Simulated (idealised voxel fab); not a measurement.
process module | voxel self aligned vias
cross-section cut | 260 nm wide | cells 5 nm
A cross-section is a grid of square cells, given in bands from the top down. A band is one or more rows of cells.
Each band's line starts with the height of the band's top and of its bottom, in nm. Then come its materials from left to right, each with its width in nm. One material with "throughout" fills the band from edge to edge. "air" is empty space.
Height 0 is the level under which the wafer as received is all one material. The lowest band goes on downwards, as in "0 down".
A width such as "30 to 40" changes by the same amount from each row of cells to the next, from the band's top row to its bottom row.
"no change" after a step means that no cell of the cross-section changed.
closed voids: empty space of 8 cells or more with no open way to the top, each as width x height at its distance from the left edge, in nm
after a step's settings: what the simulator itself notes on the step
overlay nm, on a step with a mask: how far to the right of its planned place the mask lay; to the left if negative
plan
1 op RECEIVE | material Si
2 op CONFORMAL_DEP | material SiO2 | thk nm 15
3 op CONFORMAL_DEP | material SiCN | thk nm 5
4 op DIRECTIONAL_DEP | material SiO2 | thk nm 30
5 op PATTERN | tone open | mask id LINES | material resist | width nm 30 | pitch nm 60 | thk nm 20 | overlay nm 0
6 op DIRECTIONAL_ETCH | etch materials SiO2 | depth nm 30
7 op STRIP | etch materials resist
8 op CONFORMAL_DEP | material TiN | thk nm 5
9 op FILL_DEP | material Ru | thk nm 10
10 op CMP | height nm 50
11 op SELECTIVE_ETCH | etch materials W Ru TiN | depth nm 5
12 op FILL_DEP | material SiN | thk nm 10
13 op CMP | height nm 50
14 op DIRECTIONAL_DEP | material SiO2 | thk nm 15
15 op MASKED_ETCH | tone open | mask id VIAS | width nm 40 | pitch nm 60 | etch materials SiO2 | depth nm 15 | overlay nm 0
16 op MASKED_ETCH | tone open | mask id VIAS | width nm 40 | pitch nm 60 | etch materials SiN | depth nm 5 | overlay nm 0
17 op CONFORMAL_DEP | material TiN | thk nm 5
18 op FILL_DEP | material W | thk nm 10
19 op CMP | height nm 65
20 op CONFORMAL_DEP | material SiCN | thk nm 5
varied across the wafers: thk nm of step 17. The plan shows the first wafer's value. All wafers start alike
first wafer as received, after step 1
  0 down: Si throughout
  closed voids: none
each wafer at the end: cells of each material gained (+) or lost (-) since it was received, then its closed voids
thk nm 5 | +48 Ru | +104 SiCN | +444 SiO2 | +84 TiN | +48 W | closed voids: none
thk nm 10 | +48 Ru | +104 SiCN | +444 SiO2 | +114 TiN | +18 W | closed voids: none
thk nm 15 | +48 Ru | +104 SiCN | +444 SiO2 | +132 TiN | closed voids: none
thk nm 20 | +48 Ru | +104 SiCN | +444 SiO2 | +132 TiN | closed voids: none
